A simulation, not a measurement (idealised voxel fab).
Presented below is a process module, voxel self aligned vias.
Each square cell in cross-section cut measures 5 nm, and the section as a whole is 190 nm wide.
This document writes a cross-section as a grid whose cells are square, and gives it as bands, listed from the top down; one or more rows of cells form a band.
Top, bottom (nm), then materials left to right with widths (nm); lone material tagged "everywhere" fills the whole band edge to edge; "air" = empty space.
All heights in this document are referenced to 0, defined as the level beneath which the wafer, as received, consists entirely of one material. The lowest band is not bounded below; it extends indefinitely downward and is written in the form "0 nm and below".
When a width is written as two numbers, as in "30->40", the first number is the width in the top row of cells of the band and the second is the width in its bottom row, and the width changes by the same amount from each row to the next.
Given "same as before" for a step, no cell of the cross-section differs between before and after that step.
Look at "Cavities, sealed" for the closed voids: empty spaces with no open path to the top, sized 8 cells or up. Each is width x height at distance, distance from the left edge, all nm.
Post-settings text on a step line: simulator's own remark regarding the step.
Each step line may optionally specify "overlay nm", which for a step with a mask gives the rightward distance between the mask's planned place and where it lay, a negative value indicating the leftward direction.

# Intended process steps
step 1: RECEIVE [material Si]
step 2: CONFORMAL_DEP [material SiO2] [thk nm 15]
step 3: CONFORMAL_DEP [material SiCN] [thk nm 5]
step 4: DIRECTIONAL_DEP [material lowk] [thk nm 20]
step 5: MASKED_ETCH [tone open] [mask id LINES] [width nm 25] [pitch nm 70] [etch materials lowk] [depth nm 20] [overlay nm 0]
step 6: CONFORMAL_DEP [material TiN] [thk nm 5]
step 7: FILL_DEP [material W] [thk nm 5]
step 8: CMP [height nm 40]
step 9: SELECTIVE_ETCH [etch materials W Ru TiN] [depth nm 5]
step 10: FILL_DEP [material SiN] [thk nm 10]
step 11: CMP [height nm 40]
step 12: DIRECTIONAL_DEP [material lowk] [thk nm 15]
step 13: DIRECTIONAL_DEP [material aC] [thk nm 10]
step 14: PATTERN [tone open] [mask id VIAS] [material resist] [width nm 45] [thk nm 25] [overlay nm 0]
step 15: DIRECTIONAL_ETCH [etch materials aC] [depth nm 10]
step 16: STRIP [etch materials resist]
step 17: DIRECTIONAL_ETCH [etch materials lowk] [depth nm 15]
step 18: DIRECTIONAL_ETCH [etch materials SiN] [depth nm 5]
step 19: STRIP [etch materials aC]
step 20: CONFORMAL_DEP [material TiN] [thk nm 5]
step 21: FILL_DEP [material Cu] [thk nm 10]
step 22: CMP [height nm 55]
step 23: CONFORMAL_DEP [material SiN] [thk nm 5]

# Received-state cross-section, reflecting completion of step 1
	0 nm and below: Si everywhere
	Cavities, sealed: none

# Cross-section taken at module completion on the first of two wafers; processed per the plan
	60 nm to 55 nm: SiN everywhere
	55 nm to 45 nm: 35 nm lowk  5 nm TiN  35 nm Cu  5 nm TiN  110 nm lowk
	45 nm to 40 nm: 35 nm lowk  15 nm TiN  15 nm Cu  15 nm TiN  110 nm lowk
	40 nm to 35 nm: 45 nm lowk  25 nm TiN  45 nm lowk  25 nm SiN  50 nm lowk
	35 nm to 25 nm: 45 nm lowk  5 nm TiN  15 nm W  5 nm TiN  45 nm lowk  5 nm TiN  15 nm W  5 nm TiN  50 nm lowk
	25 nm to 20 nm: 45 nm lowk  25 nm TiN  45 nm lowk  25 nm TiN  50 nm lowk
	20 nm to 15 nm: SiCN everywhere
	15 nm to 0 nm: SiO2 everywhere
	0 nm and below: Si everywhere
	Cavities, sealed: none

# Same start, same plan as the first wafer - but one mistake in the run. Cross-section of the second of the two at the end of the module
	75 nm to 70 nm: SiN everywhere
	70 nm to 60 nm: Cu everywhere
	60 nm to 55 nm: 40 nm TiN  35 nm Cu  115 nm TiN
	55 nm to 45 nm: 35 nm lowk  5 nm TiN  35 nm Cu  5 nm TiN  110 nm lowk
	45 nm to 40 nm: 35 nm lowk  15 nm TiN  15 nm Cu  15 nm TiN  110 nm lowk
	40 nm to 35 nm: 45 nm lowk  25 nm TiN  45 nm lowk  25 nm SiN  50 nm lowk
	35 nm to 25 nm: 45 nm lowk  5 nm TiN  15 nm W  5 nm TiN  45 nm lowk  5 nm TiN  15 nm W  5 nm TiN  50 nm lowk
	25 nm to 20 nm: 45 nm lowk  25 nm TiN  45 nm lowk  25 nm TiN  50 nm lowk
	20 nm to 15 nm: SiCN everywhere
	15 nm to 0 nm: SiO2 everywhere
	0 nm and below: Si everywhere
	Cavities, sealed: none
Want to know what went wrong? step 22 of the plan was jumped over and never run
Final tally in cells, some materials are higher or lower on the second wafer than on the first: Cu: 83 more | TiN: 31 more
